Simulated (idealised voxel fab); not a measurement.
The process module presented herein is designated voxel gate over fins.
Square cell edge 5 nm, section width 245 nm, ID cut.
Bands, listed from the top down, are how a cross-section gets written in this document; the cross-section itself is a grid of square cells, and a band is one or more rows of them. Each band's line starts with the height of the band's top and of its bottom, in nm. Then come its materials from left to right, each with its width in nm. One material with "edge to edge" fills the band from edge to edge. "air" is empty space. Convention: height 0 is the level below which the wafer, as received, is all one material. The lowest band does not terminate at the bottom but continues downward, represented as "top 0, no bottom". The two numbers in a width such as "30->40" mark its ends across the band: the first belongs to the top row of cells, the second to the bottom row, and from each row to the next the width moves by the same amount. "nothing was modified" for a step: no cell of the cross-section changed in that step. "Enclosed void list" means: voids of 8 cells or more that are shut off from the top with no open way through. Written width x height at distance, distance from the left edge, in nm. Whatever follows a step's settings on its line is a remark the simulator itself makes about that step. If you see "overlay nm" on a step's line and that step has a mask, it's telling you how far right of where it was planned the mask ended up; a negative number means it went left instead.
PLANNED STEP LIST FOR THE PROCESS
1: RECEIVE [material Si]
2: CONFORMAL_DEP [material SiN] [thk nm 5]
3: PATTERN [tone cover] [mask id FINS] [material resist] [width nm 15] [pitch nm 45] [thk nm 20] [overlay nm 0]
4: DIRECTIONAL_ETCH [etch materials SiN] [depth nm 5]
5: DIRECTIONAL_ETCH [etch materials Si] [depth nm 40]
6: STRIP [etch materials resist]
7: FILL_DEP [material SiO2] [thk nm 10]
8: CMP [height nm 5]
9: SELECTIVE_ETCH [etch materials SiO2] [depth nm 20]
10: STRIP [etch materials SiN]
11: CONFORMAL_DEP [material HfO2] [thk nm 5]
12: CONFORMAL_DEP [material TiN] [thk nm 5]
13: CONFORMAL_DEP [material TiAl] [thk nm 5]
14: CONFORMAL_DEP [material TiN] [thk nm 5]
15: FILL_DEP [material W] [thk nm 10]
16: CMP [height nm 15]
17: CONFORMAL_DEP [material SiN] [thk nm 10]
Wafers differ in height nm at step 16; plan lists the first wafer's value; identical starting state.
FIRST OF SEVERAL WAFERS (AS RECEIVED, POST STEP 1), CROSS-SECTIONAL VIEW
* top 0, no bottom | Si edge to edge
* Enclosed void list: none
WHERE EACH WAFER STANDS AT THE END OF THE MODULE, A ROW APIECE: CELLS OF EACH MATERIAL GAINED (+) OR LOST (-) SINCE IT WAS RECEIVED, THEN CLOSED VOIDS
height nm 15 | +73 HfO2 | -296 Si | +98 SiN | +185 SiO2 | +73 TiAl | +90 TiN | +22 W | Enclosed void list: none
height nm 20 | +73 HfO2 | -296 Si | +98 SiN | +185 SiO2 | +73 TiAl | +128 TiN | +33 W | Enclosed void list: none
height nm 25 | +73 HfO2 | -296 Si | +98 SiN | +185 SiO2 | +73 TiAl | +128 TiN | +82 W | Enclosed void list: none
height nm 30 | +73 HfO2 | -296 Si | +98 SiN | +185 SiO2 | +73 TiAl | +128 TiN | +131 W | Enclosed void list: none
